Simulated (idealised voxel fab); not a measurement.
process module | voxel capacitor over wiring
cross-section cut | 225 nm wide | cells 5 nm
A cross-section is a grid of square cells, given in bands from the top down. A band is one or more rows of cells.
Each band's line starts with the height of the band's top and of its bottom, in nm. Then come its materials from left to right, each with its width in nm. One material with "throughout" fills the band from edge to edge. "air" is empty space.
Height 0 is the level under which the wafer as received is all one material. The lowest band goes on downwards, as in "0 down".
A width such as "30 to 40" changes by the same amount from each row of cells to the next, from the band's top row to its bottom row.
"no change" after a step means that no cell of the cross-section changed.
closed voids: empty space of 8 cells or more with no open way to the top, each as width x height at its distance from the left edge, in nm
after a step's settings: what the simulator itself notes on the step
overlay nm, on a step with a mask: how far to the right of its planned place the mask lay; to the left if negative
plan
1 op RECEIVE | material Si
2 op CONFORMAL_DEP | material SiO2 | thk nm 10
3 op DIRECTIONAL_DEP | material TiN | thk nm 5
4 op DIRECTIONAL_DEP | material Ru | thk nm 20
5 op PATTERN | tone cover | mask id METAL_1 | material resist | width nm 25 | pitch nm 85 | thk nm 15 | overlay nm 0
6 op DIRECTIONAL_ETCH | etch materials Ru | depth nm 20
7 op DIRECTIONAL_ETCH | etch materials TiN | depth nm 5
8 op STRIP | etch materials resist
9 op CONFORMAL_DEP | material SiN | thk nm 5
10 op FILL_DEP | material SiO2 | thk nm 5
11 op CMP | height nm 35
12 op CONFORMAL_DEP | material SiCN | thk nm 5
13 op DIRECTIONAL_DEP | material lowk | thk nm 20
14 op DIRECTIONAL_DEP | material aC | thk nm 15
15 op PATTERN | tone open | mask id PLUG_1 | material resist | width nm 15 | thk nm 30 | overlay nm 0
16 op DIRECTIONAL_ETCH | etch materials aC | depth nm 15
17 op STRIP | etch materials resist
18 op DIRECTIONAL_ETCH | etch materials lowk | depth nm 20
19 op DIRECTIONAL_ETCH | etch materials SiCN | depth nm 5
20 op STRIP | etch materials aC
21 op CONFORMAL_DEP | material TiN | thk nm 5
22 op FILL_DEP | material W | thk nm 5
23 op CMP | height nm 60
24 op DIRECTIONAL_DEP | material TiN | thk nm 10
25 op DIRECTIONAL_DEP | material SiN | thk nm 5
26 op DIRECTIONAL_DEP | material TiN | thk nm 10
27 op MASKED_ETCH | tone cover | mask id UPPER_PLATE | width nm 65 | etch materials TiN | depth nm 10 | overlay nm 0
28 op MASKED_ETCH | tone cover | mask id UPPER_PLATE | width nm 55 | etch materials SiN | depth nm 5 | overlay nm 0
29 op DIRECTIONAL_DEP | material aC | thk nm 15
30 op PATTERN | tone cover | mask id LOWER_PLATE | material resist | width nm 75 | thk nm 30 | overlay nm 0
31 op DIRECTIONAL_ETCH | etch materials aC | depth nm 15
32 op STRIP | etch materials resist
33 op DIRECTIONAL_ETCH | etch materials TiN | depth nm 10
34 op STRIP | etch materials aC
35 op FILL_DEP | material SiO2 | thk nm 15
36 op CMP | height nm 95
37 op PATTERN | tone open | mask id PLUG_2 | material resist | width nm 15 | thk nm 15 | overlay nm 0
38 op DIRECTIONAL_ETCH | etch materials SiO2 | depth nm 10
39 op STRIP | etch materials resist
40 op CONFORMAL_DEP | material TiN | thk nm 5
41 op FILL_DEP | material Cu | thk nm 10
42 op CMP | height nm 95
43 op CONFORMAL_DEP | material SiCN | thk nm 5
varied across the wafers: width nm of step 28. The plan shows the first wafer's value. All wafers start alike
first wafer as received, after step 1
  0 down: Si throughout
  closed voids: none
first wafer at the end, after step 43
  100 to 95: SiCN throughout
  95 to 90: SiO2 75 | TiN 5 | Cu 5 | TiN 5 | SiO2 135
  90 to 85: SiO2 75 | TiN 15 | SiO2 135
  85 to 75: SiO2 65 | TiN 65 | SiO2 95
  75 to 70: SiO2 65 | SiN 65 | SiO2 95
  70 to 60: SiO2 60 | TiN 75 | SiO2 90
  60 to 40: lowk 65 | TiN 5 | W 5 | TiN 5 | lowk 145
  40 to 35: SiCN 65 | TiN 15 | SiCN 145
  35 to 15: SiO2 50 | SiN 5 | Ru 25 | SiN 5 | SiO2 50 | SiN 5 | Ru 25 | SiN 5 | SiO2 55
  15 to 10: SiN 55 | TiN 25 | SiN 60 | TiN 25 | SiN 60
  10 to 0: SiO2 throughout
  0 down: Si throughout
  closed voids: none
last wafer at the end
  100 to 95: SiCN throughout
  95 to 90: SiO2 75 | TiN 5 | Cu 5 | TiN 5 | SiO2 135
  90 to 85: SiO2 75 | TiN 15 | SiO2 135
  85 to 75: SiO2 65 | TiN 65 | SiO2 95
  75 to 70: SiO2 60 | SiN 80 | SiO2 85
  70 to 60: SiO2 60 | TiN 80 | SiO2 85
  60 to 40: lowk 65 | TiN 5 | W 5 | TiN 5 | lowk 145
  40 to 35: SiCN 65 | TiN 15 | SiCN 145
  35 to 15: SiO2 50 | SiN 5 | Ru 25 | SiN 5 | SiO2 50 | SiN 5 | Ru 25 | SiN 5 | SiO2 55
  15 to 10: SiN 55 | TiN 25 | SiN 60 | TiN 25 | SiN 60
  10 to 0: SiO2 throughout
  0 down: Si throughout
  closed voids: none
each wafer at the end: cells of each material gained (+) or lost (-) since it was received, then its closed voids
width nm 55 | +1 Cu | +40 Ru | +87 SiCN | +64 SiN | +454 SiO2 | +82 TiN | +4 W | +168 lowk | closed voids: none
width nm 60 | +1 Cu | +40 Ru | +87 SiCN | +64 SiN | +454 SiO2 | +82 TiN | +4 W | +168 lowk | closed voids: none
width nm 65 | +1 Cu | +40 Ru | +87 SiCN | +64 SiN | +454 SiO2 | +82 TiN | +4 W | +168 lowk | closed voids: none
width nm 70 | +1 Cu | +40 Ru | +87 SiCN | +65 SiN | +453 SiO2 | +82 TiN | +4 W | +168 lowk | closed voids: none
width nm 75 | +1 Cu | +40 Ru | +87 SiCN | +66 SiN | +452 SiO2 | +82 TiN | +4 W | +168 lowk | closed voids: none
width nm 80 | +1 Cu | +40 Ru | +87 SiCN | +67 SiN | +449 SiO2 | +84 TiN | +4 W | +168 lowk | closed voids: none
